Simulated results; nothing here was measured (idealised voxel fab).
Name of the process module below: voxel spacer lines
Displayed cross-section: cut, width of 235 nm, square cells sized 5 nm.
Cross-section = grid of square cells, listed top down in bands; band = one or more rows. Heads up on the band format: heights come first, top then bottom, in nm. After that it's the materials left to right, each with its width in nm. A single material flagged "throughout" fills the whole band edge to edge, and "blank" means there's empty space there. Height is counted from the level 0, under which the received wafer is composed throughout of one material. The lowest of the bands is not closed at the bottom but continues downward, in the notation "0 and below". Think of "30->40" as a width that walks from the first number to the second as you go down the band, top row to bottom row, taking equal-sized steps from row to row. Take "same as before" at face value: in the step it is given for, the cross-section changed in none of its cells. Each empty space that has no open way to the top and spans at least 8 cells appears under "Enclosed internal voids" as width x height at distance, the distance counted from the left edge, all in nm. Formally, on a step line, whatever follows the settings is a remark that the simulator itself makes on the step. overlay nm: for a step with a mask, the amount by which the mask lay right of where it was planned; a negative amount means left of it.
Planned process steps:
| 1 | RECEIVE [material Si] |
| 2 | CONFORMAL_DEP [material Al2O3] [thk nm 5] |
| 3 | DIRECTIONAL_DEP [material polySi] [thk nm 10] |
| 4 | DIRECTIONAL_DEP [material aC] [thk nm 30] |
| 5 | PATTERN [tone cover] [mask id MANDREL] [material resist] [width nm 15] [pitch nm 50] [thk nm 35] [overlay nm 0] |
| 6 | DIRECTIONAL_ETCH [etch materials aC] [depth nm 30] |
| 7 | STRIP [etch materials resist] |
| 8 | CONFORMAL_DEP [material SiO2] [thk nm 10] |
| 9 | DIRECTIONAL_ETCH [etch materials SiO2] [depth nm 10] |
| 10 | STRIP [etch materials aC] |
| 11 | DIRECTIONAL_ETCH [etch materials polySi] [depth nm 10] |
| 12 | STRIP [etch materials SiO2] |
First wafer of two (run as planned):
Cross-section, incoming material, after step 1:
    0 and below: Si throughout
    Enclosed internal voids: none
Step 2 done - wafer cross-section:
    5 down to 0: Al2O3 throughout
    Note: structure below 0 unchanged.
Step 3 done - wafer cross-section:
    15 down to 5: polySi throughout
    Note: structure below 5 unchanged.
Step 4 done - wafer cross-section:
    45 down to 15: aC throughout
    Note: structure below 15 unchanged.
Step 5 done - wafer cross-section:
    80 down to 45: blank (85); resist (15); blank (35); resist (15); blank (85)
    Note: structure below 45 unchanged.
Step 6 done - wafer cross-section:
    50 down to 45: blank (85); resist (15); blank (35); resist (15); blank (85)
    45 down to 15: blank (85); aC (15); blank (35); aC (15); blank (85)
    Note: structure below 15 unchanged.
Step 7 done - wafer cross-section:
    45 down to 15: blank (85); aC (15); blank (35); aC (15); blank (85)
    Note: structure below 15 unchanged.
Step 8 done - wafer cross-section:
    55 down to 45: blank (75); SiO2 (35); blank (15); SiO2 (35); blank (75)
    45 down to 25: blank (75); SiO2 (10); aC (15); SiO2 (10); blank (15); SiO2 (10); aC (15); SiO2 (10); blank (75)
    25 down to 15: SiO2 (85); aC (15); SiO2 (35); aC (15); SiO2 (85)
    Note: structure below 15 unchanged.
Step 9 done - wafer cross-section:
    45 down to 15: blank (75); SiO2 (10); aC (15); SiO2 (10); blank (15); SiO2 (10); aC (15); SiO2 (10); blank (75)
    Note: structure below 15 unchanged.
Step 10 done - wafer cross-section:
    45 down to 15: blank (75); SiO2 (10); blank (15); SiO2 (10); blank (15); SiO2 (10); blank (15); SiO2 (10); blank (75)
    Note: structure below 15 unchanged.
Step 11 done - wafer cross-section:
    45 down to 15: blank (75); SiO2 (10); blank (15); SiO2 (10); blank (15); SiO2 (10); blank (15); SiO2 (10); blank (75)
    15 down to 5: blank (75); polySi (10); blank (15); polySi (10); blank (15); polySi (10); blank (15); polySi (10); blank (75)
    Note: structure below 5 unchanged.
Step 12 done - wafer cross-section:
    15 down to 5: blank (75); polySi (10); blank (15); polySi (10); blank (15); polySi (10); blank (15); polySi (10); blank (75)
    Note: structure below 5 unchanged.
Second wafer: same start and same plan as the first, one execution error; identical to the first through step 7:
Cross-section: second wafer, time at which step 8 was scheduled to end:
    50 down to 45: blank (80); SiO2 (25); blank (25); SiO2 (25); blank (80)
    45 down to 20: blank (80); SiO2 (5); aC (15); SiO2 (5); blank (25); SiO2 (5); aC (15); SiO2 (5); blank (80)
    20 down to 15: SiO2 (85); aC (15); SiO2 (35); aC (15); SiO2 (85)
    Note: structure below 15 unchanged.
Cross-section: second wafer, time at which step 9 was scheduled to end:
    45 down to 40: blank (85); aC (15); blank (35); aC (15); blank (85)
    40 down to 15: blank (80); SiO2 (5); aC (15); SiO2 (5); blank (25); SiO2 (5); aC (15); SiO2 (5); blank (80)
    Note: structure below 15 unchanged.
Cross-section: second wafer, time at which step 10 was scheduled to end:
    40 down to 15: blank (80); SiO2 (5); blank (15); SiO2 (5); blank (25); SiO2 (5); blank (15); SiO2 (5); blank (80)
    Note: structure below 15 unchanged.
Cross-section: second wafer, time at which step 11 was scheduled to end:
    40 down to 15: blank (80); SiO2 (5); blank (15); SiO2 (5); blank (25); SiO2 (5); blank (15); SiO2 (5); blank (80)
    15 down to 5: blank (80); polySi (5); blank (15); polySi (5); blank (25); polySi (5); blank (15); polySi (5); blank (80)
    Note: structure below 5 unchanged.
Cross-section: second wafer, time at which step 12 was scheduled to end:
    15 down to 5: blank (80); polySi (5); blank (15); polySi (5); blank (25); polySi (5); blank (15); polySi (5); blank (80)
    Note: structure below 5 unchanged.
what went wrong: in deviation from the planned setting, step 8 was conducted as CONFORMAL_DEP [material SiO2] [thk nm 5]
FYI, end of process, the second wafer has more or fewer cells of some materials than the first: 8 fewer of polySi
